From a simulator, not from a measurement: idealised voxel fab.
Title: Process Module voxel wiring stack
For reference, the cross-section in this document is cut, with width 185 nm and square cells of 5 nm.
Square cells in a grid make up a cross-section in this document, and the grid is given as bands, listed from the top down, each one or more rows of cells. Heights first: top, then bottom, in nm. Then materials, left to right, each with a width in nm. "throughout" on a single material: fills the band edge to edge. "blank": empty space. Heights from 0 (as-received wafer is one material below). Bottom band endless downward, as "from 0 down". A width given as "30->40" starts at the first number in the band's top row and ends at the second number in its bottom row, shifting by an equal amount at every step from row to row. Step note "no alterations made" = no cross-section cell changed. "Closed empty spaces" enumerates empty spaces isolated from the top, with no open way to it, that contain at least 8 cells, giving each as width x height at distance from the left edge, all three in nm. Heads up: the bit after the settings on a step's line is the simulator's remark on that step. "overlay nm" on a masked step: distance the mask lay right of its planned place, negative for left.
[Set out below are the planned steps of the process]
1) RECEIVE with material Si
2) CONFORMAL_DEP with material SiO2, thk nm 10
3) CONFORMAL_DEP with material SiCN, thk nm 5
4) DIRECTIONAL_DEP with material SiO2, thk nm 20
5) PATTERN with tone open, mask id METAL_1, material resist, width nm 25, pitch nm 40, thk nm 15, overlay nm 0
6) DIRECTIONAL_ETCH with etch materials SiO2, depth nm 20
7) DIRECTIONAL_ETCH with etch materials SiCN, depth nm 5
8) STRIP with etch materials resist
9) CONFORMAL_DEP with material TiN, thk nm 5
10) FILL_DEP with material Cu, thk nm 5
11) CMP with height nm 35
12) CONFORMAL_DEP with material SiCN, thk nm 5
13) DIRECTIONAL_DEP with material SiO2, thk nm 30
14) MASKED_ETCH with tone open, mask id METAL_2_HOLES, width nm 15, pitch nm 80, etch materials SiO2, depth nm 30, overlay nm 0
15) MASKED_ETCH with tone open, mask id METAL_2, width nm 25, pitch nm 40, etch materials SiO2, depth nm 20, overlay nm 0
16) MASKED_ETCH with tone open, mask id METAL_2, width nm 25, pitch nm 40, etch materials SiCN, depth nm 5, overlay nm 0
17) CONFORMAL_DEP with material TiN, thk nm 5
18) FILL_DEP with material Cu, thk nm 10
19) CMP with height nm 70
20) CONFORMAL_DEP with material SiN, thk nm 5
[Wafer as received: cross-section following step 1]
  from 0 down: Si throughout
  Closed empty spaces: none
[Sectioned view, first of two wafers, at the close of the module, processed as intended in the plan]
  from 75 to 70: SiN throughout
  from 70 to 55: SiO2: 20 / TiN: 5 / Cu: 15 / TiN: 5 / SiO2: 15 / TiN: 5 / Cu: 15 / TiN: 5 / SiO2: 15 / TiN: 5 / Cu: 15 / TiN: 5 / SiO2: 15 / TiN: 5 / Cu: 15 / TiN: 5 / SiO2: 20
  from 55 to 50: SiO2: 20 / TiN: 5 / Cu: 5 / TiN: 15 / SiO2: 15 / TiN: 25 / SiO2: 15 / TiN: 5 / Cu: 5 / TiN: 15 / SiO2: 15 / TiN: 25 / SiO2: 20
  from 50 to 40: SiO2: 20 / TiN: 5 / Cu: 5 / TiN: 5 / SiO2: 65 / TiN: 5 / Cu: 5 / TiN: 5 / SiO2: 70
  from 40 to 35: SiCN: 20 / TiN: 15 / SiCN: 65 / TiN: 15 / SiCN: 70
  from 35 to 15: SiO2: 20 / TiN: 5 / Cu: 15 / TiN: 5 / SiO2: 15 / TiN: 5 / Cu: 15 / TiN: 5 / SiO2: 15 / TiN: 5 / Cu: 15 / TiN: 5 / SiO2: 15 / TiN: 5 / Cu: 15 / TiN: 5 / SiO2: 20
  from 15 to 10: SiCN: 20 / TiN: 25 / SiCN: 15 / TiN: 25 / SiCN: 15 / TiN: 25 / SiCN: 15 / TiN: 25 / SiCN: 20
  from 10 to 0: SiO2 throughout
  from 0 down: Si throughout
  Closed empty spaces: none
[Wafer two cross-section, module end. Start and plan unchanged from wafer one; one mistake made during the run]
  from 90 to 85: SiN throughout
  from 85 to 75: Cu throughout
  from 75 to 70: TiN: 25 / Cu: 15 / TiN: 25 / Cu: 15 / TiN: 25 / Cu: 15 / TiN: 25 / Cu: 15 / TiN: 25
  from 70 to 55: SiO2: 20 / TiN: 5 / Cu: 15 / TiN: 5 / SiO2: 15 / TiN: 5 / Cu: 15 / TiN: 5 / SiO2: 15 / TiN: 5 / Cu: 15 / TiN: 5 / SiO2: 15 / TiN: 5 / Cu: 15 / TiN: 5 / SiO2: 20
  from 55 to 50: SiO2: 20 / TiN: 5 / Cu: 5 / TiN: 15 / SiO2: 15 / TiN: 25 / SiO2: 15 / TiN: 5 / Cu: 5 / TiN: 15 / SiO2: 15 / TiN: 25 / SiO2: 20
  from 50 to 40: SiO2: 20 / TiN: 5 / Cu: 5 / TiN: 5 / SiO2: 65 / TiN: 5 / Cu: 5 / TiN: 5 / SiO2: 70
  from 40 to 35: SiCN: 20 / TiN: 15 / SiCN: 65 / TiN: 15 / SiCN: 70
  from 35 to 15: SiO2: 20 / TiN: 5 / Cu: 15 / TiN: 5 / SiO2: 15 / TiN: 5 / Cu: 15 / TiN: 5 / SiO2: 15 / TiN: 5 / Cu: 15 / TiN: 5 / SiO2: 15 / TiN: 5 / Cu: 15 / TiN: 5 / SiO2: 20
  from 15 to 10: SiCN: 20 / TiN: 25 / SiCN: 15 / TiN: 25 / SiCN: 15 / TiN: 25 / SiCN: 15 / TiN: 25 / SiCN: 20
  from 10 to 0: SiO2 throughout
  from 0 down: Si throughout
  Closed empty spaces: none
Here's what went sideways: step 19 of the plan was jumped over and never run
Final wafer comparison in cells, second versus first, more or fewer per material: 86 more of Cu; 25 more of TiN
